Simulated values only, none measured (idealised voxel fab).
process module | voxel ribs on slabs
cross-section cut | 290 nm wide | cells 5 nm
A cross-section is a grid of square cells, given in bands from the top down. A band is one or more rows of cells.
Each band's line starts with the height of the band's top and of its bottom, in nm. Then come its materials from left to right, each with its width in nm. One material with "throughout" fills the band from edge to edge. "air" is empty space.
Height 0 is the level under which the wafer as received is all one material. The lowest band goes on downwards, as in "0 down".
A width such as "30 to 40" changes by the same amount from each row of cells to the next, from the band's top row to its bottom row.
"no change" after a step means that no cell of the cross-section changed.
closed voids: empty space of 8 cells or more with no open way to the top, each as width x height at its distance from the left edge, in nm
after a step's settings: what the simulator itself notes on the step
overlay nm, on a step with a mask: how far to the right of its planned place the mask lay; to the left if negative
plan
1 op RECEIVE | material Si
2 op DIRECTIONAL_DEP | material SiO2 | thk nm 30
3 op DIRECTIONAL_DEP | material SiN | thk nm 15
4 op DIRECTIONAL_DEP | material aC | thk nm 15
5 op PATTERN | tone cover | mask id RIB | material resist | width nm 15 | thk nm 35 | overlay nm 0
6 op DIRECTIONAL_ETCH | etch materials aC | depth nm 15
7 op STRIP | etch materials resist
8 op DIRECTIONAL_ETCH | etch materials SiN | depth nm 10
9 op STRIP | etch materials aC
10 op DIRECTIONAL_DEP | material aC | thk nm 10
11 op PATTERN | tone cover | mask id SLAB | material resist | width nm 65 | thk nm 30 | overlay nm 0
12 op DIRECTIONAL_ETCH | etch materials aC | depth nm 10
13 op STRIP | etch materials resist
14 op DIRECTIONAL_ETCH | etch materials SiN | depth nm 5
15 op STRIP | etch materials aC
16 op FILL_DEP | material SiO2 | thk nm 25
17 op CMP | height nm 65
18 op DIRECTIONAL_DEP | material TiN | thk nm 10
19 op MASKED_ETCH | tone cover | mask id HEATER | width nm 25 | etch materials TiN | depth nm 10 | overlay nm 0
20 op CONFORMAL_DEP | material SiO2 | thk nm 5
as received, after step 1
  0 down: Si throughout
  closed voids: none
first wafer at the end, as planned
  80 to 75: air 125 | SiO2 35 | air 130
  75 to 70: air 125 | SiO2 5 | TiN 25 | SiO2 5 | air 130
  70 to 65: SiO2 130 | TiN 25 | SiO2 135
  65 to 45: SiO2 throughout
  45 to 35: SiO2 135 | SiN 15 | SiO2 140
  35 to 30: SiO2 110 | SiN 65 | SiO2 115
  30 to 0: SiO2 throughout
  0 down: Si throughout
  closed voids: none
second wafer at the end: like start, like plan, one mistake
  80 to 75: air 125 | SiO2 35 | air 130
  75 to 70: air 125 | SiO2 5 | TiN 25 | SiO2 5 | air 130
  70 to 65: SiO2 130 | TiN 25 | SiO2 135
  65 to 45: SiO2 throughout
  45 to 35: SiO2 135 | SiN 15 | SiO2 140
  35 to 30: SiO2 105 | SiN 65 | SiO2 120
  30 to 0: SiO2 throughout
  0 down: Si throughout
  closed voids: none
what went wrong: step 11 ran as: op PATTERN | tone cover | mask id SLAB | material resist | width nm 65 | thk nm 30 | overlay nm -5
at the end the second wafer has, in cells: as many of each material as the first, in other places
